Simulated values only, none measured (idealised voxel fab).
This is a process module. Its name is voxel plated lines.
In the cross-section labelled cut, the width is 295 nm and each square cell is 5 nm.
In this document a cross-section is written as a grid of square cells. It is given as a series of bands, listed from the top down, and a band is one or more rows of cells.
Each band's line starts with the height of the band's top and of its bottom, in nm. Then come its materials from left to right, each with its width in nm. One material with "everywhere" fills the band from edge to edge. "blank" is empty space.
Note: height 0 marks the level under which the wafer is uniformly one material as received. Lowest band unbounded below, written "0 nm and below".
Top row gets the first number, bottom row gets the second, and each row in between changes by the same step: that is how a band width like "30..40" works.
The cross-section has no changed cell in any step marked "remains unaltered".
"Voids, enclosed" specifies each empty space that is not open to the top and that occupies no fewer than 8 cells, using the form width x height at distance, the distance measured from the left edge and all three quantities in nm.
Heads up: the bit after the settings on a step's line is the simulator's remark on that step.
The line of a step may include "overlay nm". On a step with a mask, this value is how far to the right of its planned place the mask lay. A negative value means the mask lay to the left.
The process steps that were planned are listed below:
1. RECEIVE | material Si
2. CONFORMAL_DEP | material Al2O3 | thk nm 10
3. DIRECTIONAL_DEP | material TiN | thk nm 5
4. PATTERN | tone open | mask id LINES | material resist | width nm 30 | pitch nm 60 | thk nm 20 | overlay nm 0
5. EPI | material Ru | thk nm 10
6. STRIP | etch materials resist
7. DIRECTIONAL_ETCH | etch materials TiN | depth nm 5
8. CONFORMAL_DEP | material SiN | thk nm 10
So this is the incoming wafer in cross-section - it's already been through step 1:
> 0 nm and below  Si everywhere
> Voids, enclosed: none
Sectioned view, first of two wafers, at the close of the module, processed as intended in the plan:
> 35 nm to 25 nm  blank=60  SiN=50  blank=10  SiN=50  blank=10  SiN=50  blank=65
> 25 nm to 20 nm  blank=60  SiN=10  Ru=30  SiN=10  blank=10  SiN=10  Ru=30  SiN=10  blank=10  SiN=10  Ru=30  SiN=10  blank=65
> 20 nm to 15 nm  SiN=70  Ru=30  SiN=30  Ru=30  SiN=30  Ru=30  SiN=75
> 15 nm to 10 nm  SiN=70  TiN=30  SiN=30  TiN=30  SiN=30  TiN=30  SiN=75
> 10 nm to 0 nm  Al2O3 everywhere
> 0 nm and below  Si everywhere
> Voids, enclosed: none
Cross-section of the latter of the two wafers at module completion. It had an identical start and an identical plan to the former; in running it, one mistake was made:
> 35 nm to 25 nm  SiN=80  blank=10  SiN=50  blank=10  SiN=50  blank=10  SiN=85
> 25 nm to 20 nm  Ru=70  SiN=10  blank=10  SiN=10  Ru=30  SiN=10  blank=10  SiN=10  Ru=30  SiN=10  blank=10  SiN=10  Ru=75
> 20 nm to 15 nm  Ru=70  SiN=30  Ru=30  SiN=30  Ru=30  SiN=30  Ru=75
> 15 nm to 10 nm  TiN=70  SiN=30  TiN=30  SiN=30  TiN=30  SiN=30  TiN=75
> 10 nm to 0 nm  Al2O3 everywhere
> 0 nm and below  Si everywhere
> Voids, enclosed: none
Which mistake was made when the wafer was run? for step 4, the planned setting was not used; the step was instead run as PATTERN | tone cover | mask id LINES | material resist | width nm 30 | pitch nm 60 | thk nm 20 | overlay nm 0
Heads up, by the end the second wafer has more or fewer cells of some materials compared to the first: Ru: 46 more | TiN: 23 more
